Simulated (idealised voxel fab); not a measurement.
process module | voxel ribs on slabs
It is cross-section cut that appears here, measuring 265 nm in width, its square cells being 5 nm in size.
Cross-section layout: square cells on a grid; listed as bands, top to bottom; a band spans one or more cell rows. Top height, bottom height, nm. Materials left to right, width each, nm. Single material + "everywhere" = fills band edge to edge. "air" = empty. We count height from 0. Below that, the starting wafer is all one material. The lowest band never ends at the bottom but goes on down; see "z 0 and below" for how that is written. Per-row width for "30 to 40": begins at first number (top row of band), ends at second number (bottom row), increment between rows held constant. "no modification" after a step means that no cell of the cross-section changed. Under "closed voids" you'll find the enclosed gaps, the ones with no way out to the top, that are 8 cells or bigger; each reads width x height at distance, with distance counted from the left edge, everything in nm. That trailing text on a step's line, after the settings, is the simulator's own remark on the step. The optional step-line setting "overlay nm" applies to steps with a mask and quantifies how far to the right of its planned location the mask lay, a negative value indicating leftward placement.

Listed below are the process steps as planned:
step 1: RECEIVE | material Si
step 2: DIRECTIONAL_DEP | material SiO2 | thk nm 30
step 3: DIRECTIONAL_DEP | material polySi | thk nm 20
step 4: PATTERN | tone cover | mask id RIB | material resist | width nm 20 | thk nm 15 | overlay nm 0
step 5: DIRECTIONAL_ETCH | etch materials polySi | depth nm 5
step 6: STRIP | etch materials resist
step 7: MASKED_ETCH | tone cover | mask id SLAB | width nm 60 | etch materials polySi | depth nm 15 | overlay nm 0
step 8: FILL_DEP | material SiO2 | thk nm 20
step 9: CMP | height nm 60
step 10: DIRECTIONAL_DEP | material TiN | thk nm 10
step 11: PATTERN | tone cover | mask id HEATER | material resist | width nm 40 | thk nm 15 | overlay nm 0
step 12: DIRECTIONAL_ETCH | etch materials TiN | depth nm 10
step 13: STRIP | etch materials resist
step 14: CONFORMAL_DEP | material SiN | thk nm 10
varied across the wafers: width nm of step 4. The plan shows the first wafer's value. All wafers start alike

Received condition of the first of several wafers, sectioned: post-step 1:
- z 0 and below | Si everywhere
- closed voids: none

The rows of the table below are wafers. Looking at the end of the module, a row counts, for every material, the cells the wafer has gained, shown as (+), or lost, shown as (-), since it was received; its closed voids come next:
width nm 20; +114 SiN; +596 SiO2; +16 TiN; +40 polySi; closed voids: none
width nm 25; +114 SiN; +595 SiO2; +16 TiN; +41 polySi; closed voids: none
width nm 30; +114 SiN; +594 SiO2; +16 TiN; +42 polySi; closed voids: none
width nm 35; +114 SiN; +593 SiO2; +16 TiN; +43 polySi; closed voids: none
width nm 40; +114 SiN; +592 SiO2; +16 TiN; +44 polySi; closed voids: none
width nm 45; +114 SiN; +591 SiO2; +16 TiN; +45 polySi; closed voids: none
